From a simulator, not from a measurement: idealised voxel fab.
process module | voxel gate over fins
cross-section cut | 245 nm wide | cells 5 nm
A cross-section is a grid of square cells, given in bands from the top down. A band is one or more rows of cells.
Each band's line starts with the height of the band's top and of its bottom, in nm. Then come its materials from left to right, each with its width in nm. One material with "throughout" fills the band from edge to edge. "air" is empty space.
Height 0 is the level under which the wafer as received is all one material. The lowest band goes on downwards, as in "0 down".
A width such as "30 to 40" changes by the same amount from each row of cells to the next, from the band's top row to its bottom row.
"no change" after a step means that no cell of the cross-section changed.
closed voids: empty space of 8 cells or more with no open way to the top, each as width x height at its distance from the left edge, in nm
after a step's settings: what the simulator itself notes on the step
overlay nm, on a step with a mask: how far to the right of its planned place the mask lay; to the left if negative
plan
1 op RECEIVE | material Si
2 op CONFORMAL_DEP | material SiN | thk nm 5
3 op MASKED_ETCH | tone cover | mask id FINS | width nm 15 | pitch nm 55 | etch materials SiN | depth nm 5 | overlay nm 0
4 op MASKED_ETCH | tone cover | mask id FINS | width nm 15 | pitch nm 55 | etch materials Si | depth nm 30 | overlay nm 0
5 op OXIDIZE | depth nm 5
6 op FILL_DEP | material SiO2 | thk nm 15
7 op CMP | height nm 5
8 op PATTERN | tone open | mask id RAIL | material resist | width nm 15 | thk nm 20 | overlay nm 0
9 op DIRECTIONAL_ETCH | etch materials SiO2 | depth nm 30
10 op STRIP | etch materials resist
11 op CONFORMAL_DEP | material TiN | thk nm 5
12 op FILL_DEP | material W | thk nm 5
13 op CMP | height nm 5
14 op SELECTIVE_ETCH | etch materials W Ru TiN | depth nm 25
15 op FILL_DEP | material SiO2 | thk nm 5
16 op CMP | height nm 5
17 op SELECTIVE_ETCH | etch materials SiO2 | depth nm 20
18 op STRIP | etch materials SiN
19 op CONFORMAL_DEP | material HfO2 | thk nm 5
20 op CONFORMAL_DEP | material TiN | thk nm 5
21 op FILL_DEP | material W | thk nm 10
22 op CMP | height nm 15
23 op CONFORMAL_DEP | material SiN | thk nm 5
as received, after step 1
  0 down: Si throughout
  closed voids: none
first wafer at the end, as planned
  20 to 15: SiN throughout
  15 to 10: W throughout
  10 to 5: W 25 | TiN 25 | W 30 | TiN 25 | W 30 | TiN 25 | W 30 | TiN 25 | W 30
  5 to 0: W 25 | TiN 5 | HfO2 15 | TiN 5 | W 30 | TiN 5 | HfO2 15 | TiN 5 | W 30 | TiN 5 | HfO2 15 | TiN 5 | W 30 | TiN 5 | HfO2 15 | TiN 5 | W 30
  0 to -5: W 25 | TiN 5 | HfO2 5 | Si 5 | HfO2 5 | TiN 5 | W 30 | TiN 5 | HfO2 5 | Si 5 | HfO2 5 | TiN 5 | W 30 | TiN 5 | HfO2 5 | Si 5 | HfO2 5 | TiN 5 | W 30 | TiN 5 | HfO2 5 | Si 5 | HfO2 5 | TiN 5 | W 30
  -5 to -10: TiN 30 | HfO2 5 | Si 5 | HfO2 5 | TiN 40 | HfO2 5 | Si 5 | HfO2 5 | TiN 40 | HfO2 5 | Si 5 | HfO2 5 | TiN 40 | HfO2 5 | Si 5 | HfO2 5 | TiN 35
  -10 to -15: HfO2 35 | Si 5 | HfO2 50 | Si 5 | HfO2 50 | Si 5 | HfO2 50 | Si 5 | HfO2 40
  -15 to -20: SiO2 35 | Si 5 | SiO2 50 | Si 5 | SiO2 50 | Si 5 | SiO2 50 | Si 5 | SiO2 40
  -20 to -25: SiO2 35 | Si 5 | SiO2 15 | TiN 15 | SiO2 20 | Si 5 | SiO2 50 | Si 5 | SiO2 50 | Si 5 | SiO2 40
  -25 to -35: SiO2 35 | Si 5 | SiO2 50 | Si 5 | SiO2 50 | Si 5 | SiO2 50 | Si 5 | SiO2 40
  -35 down: Si throughout
  closed voids: none
second wafer at the end: like start, like plan, one mistake
  20 to 15: SiN throughout
  15 to 10: W throughout
  10 to 5: W 25 | TiN 25 | W 30 | TiN 25 | W 30 | TiN 25 | W 30 | TiN 25 | W 30
  5 to 0: W 25 | TiN 5 | HfO2 15 | TiN 5 | W 30 | TiN 5 | HfO2 15 | TiN 5 | W 30 | TiN 5 | HfO2 15 | TiN 5 | W 30 | TiN 5 | HfO2 15 | TiN 5 | W 30
  0 to -5: W 25 | TiN 5 | HfO2 5 | Si 5 | HfO2 5 | TiN 5 | W 30 | TiN 5 | HfO2 5 | Si 5 | HfO2 5 | TiN 5 | W 30 | TiN 5 | HfO2 5 | Si 5 | HfO2 5 | TiN 5 | W 30 | TiN 5 | HfO2 5 | Si 5 | HfO2 5 | TiN 5 | W 30
  -5 to -10: TiN 30 | HfO2 5 | Si 5 | HfO2 5 | TiN 40 | HfO2 5 | Si 5 | HfO2 5 | TiN 40 | HfO2 5 | Si 5 | HfO2 5 | TiN 40 | HfO2 5 | Si 5 | HfO2 5 | TiN 35
  -10 to -15: HfO2 35 | Si 5 | HfO2 50 | Si 5 | HfO2 50 | Si 5 | HfO2 50 | Si 5 | HfO2 40
  -15 to -20: SiO2 35 | Si 5 | SiO2 50 | Si 5 | SiO2 50 | Si 5 | SiO2 50 | Si 5 | SiO2 40
  -20 to -25: SiO2 35 | Si 5 | SiO2 15 | TiN 15 | SiO2 20 | Si 5 | SiO2 50 | Si 5 | SiO2 50 | Si 5 | SiO2 40
  -25 to -65: SiO2 35 | Si 5 | SiO2 50 | Si 5 | SiO2 50 | Si 5 | SiO2 50 | Si 5 | SiO2 40
  -65 down: Si throughout
  closed voids: none
what went wrong: step 4 was run twice
at the end the second wafer has, in cells: 270 fewer of Si | 270 more of SiO2
